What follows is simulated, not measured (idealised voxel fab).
process module | voxel plated lines
cross-section cut | 180 nm wide | cells 5 nm
A cross-section is a grid of square cells, given in bands from the top down. A band is one or more rows of cells.
Each band's line starts with the height of the band's top and of its bottom, in nm. Then come its materials from left to right, each with its width in nm. One material with "throughout" fills the band from edge to edge. "air" is empty space.
Height 0 is the level under which the wafer as received is all one material. The lowest band goes on downwards, as in "0 down".
A width such as "30 to 40" changes by the same amount from each row of cells to the next, from the band's top row to its bottom row.
"no change" after a step means that no cell of the cross-section changed.
closed voids: empty space of 8 cells or more with no open way to the top, each as width x height at its distance from the left edge, in nm
after a step's settings: what the simulator itself notes on the step
overlay nm, on a step with a mask: how far to the right of its planned place the mask lay; to the left if negative
plan
1 op RECEIVE | material Si
2 op CONFORMAL_DEP | material Al2O3 | thk nm 15
3 op DIRECTIONAL_DEP | material TiN | thk nm 5
4 op PATTERN | tone open | mask id LINES | material resist | width nm 15 | pitch nm 35 | thk nm 25 | overlay nm 0
5 op EPI | material Ru | thk nm 10
6 op EPI | material Ru | thk nm 10
7 op STRIP | etch materials resist
8 op DIRECTIONAL_ETCH | etch materials TiN | depth nm 5
9 op CONFORMAL_DEP | material SiO2 | thk nm 10
first wafer, as planned
as received, after step 1
  0 down: Si throughout
  closed voids: none
after step 2
  15 to 0: Al2O3 throughout
  below 0: unchanged
after step 3
  20 to 15: TiN throughout
  below 15: unchanged
after step 4
  45 to 20: resist 65 | air 15 | resist 20 | air 15 | resist 65
  below 20: unchanged
after step 5
  45 to 30: resist 65 | air 15 | resist 20 | air 15 | resist 65
  30 to 20: resist 65 | Ru 15 | resist 20 | Ru 15 | resist 65
  below 20: unchanged
after step 6
  45 to 40: resist 65 | air 15 | resist 20 | air 15 | resist 65
  40 to 20: resist 65 | Ru 15 | resist 20 | Ru 15 | resist 65
  below 20: unchanged
after step 7
  40 to 20: air 65 | Ru 15 | air 20 | Ru 15 | air 65
  below 20: unchanged
after step 8
  40 to 20: air 65 | Ru 15 | air 20 | Ru 15 | air 65
  20 to 15: air 65 | TiN 15 | air 20 | TiN 15 | air 65
  below 15: unchanged
after step 9
  50 to 40: air 55 | SiO2 70 | air 55
  40 to 25: air 55 | SiO2 10 | Ru 15 | SiO2 20 | Ru 15 | SiO2 10 | air 55
  25 to 20: SiO2 65 | Ru 15 | SiO2 20 | Ru 15 | SiO2 65
  20 to 15: SiO2 65 | TiN 15 | SiO2 20 | TiN 15 | SiO2 65
  below 15: unchanged
second wafer: like start, like plan, one mistake. Through step 4 it matches the first wafer
when step 6 should have ended
  50 to 45: air 60 | Ru 25 | air 10 | Ru 25 | air 60
  45 to 20: resist 65 | Ru 15 | resist 20 | Ru 15 | resist 65
  below 20: unchanged
when step 7 should have ended
  50 to 45: air 60 | Ru 25 | air 10 | Ru 25 | air 60
  45 to 20: air 65 | Ru 15 | air 20 | Ru 15 | air 65
  below 20: unchanged
when step 8 should have ended
  50 to 45: air 60 | Ru 25 | air 10 | Ru 25 | air 60
  45 to 20: air 65 | Ru 15 | air 20 | Ru 15 | air 65
  20 to 15: air 60 | TiN 25 | air 10 | TiN 25 | air 60
  below 15: unchanged
when step 9 should have ended
  60 to 50: air 50 | SiO2 80 | air 50
  50 to 40: air 50 | SiO2 10 to 15 | Ru 25 to 15 | SiO2 10 to 20 | Ru 25 to 15 | SiO2 10 to 15 | air 50
  40 to 30: air 50 to 55 | SiO2 15 to 10 | Ru 15 | SiO2 5 | air 10 | SiO2 5 | Ru 15 | SiO2 15 to 10 | air 50 to 55
  30 to 25: air 50 | SiO2 15 | Ru 15 | SiO2 5 | air 10 | SiO2 5 | Ru 15 | SiO2 15 | air 50
  25 to 20: SiO2 65 | Ru 15 | SiO2 20 | Ru 15 | SiO2 65
  20 to 15: SiO2 60 | TiN 25 | SiO2 10 | TiN 25 | SiO2 60
  below 15: unchanged
what went wrong: one of the steps 5 and 6, which are alike, was run twice
at the end the second wafer has, in cells: 16 more of Ru | 14 more of SiO2 | 4 more of TiN
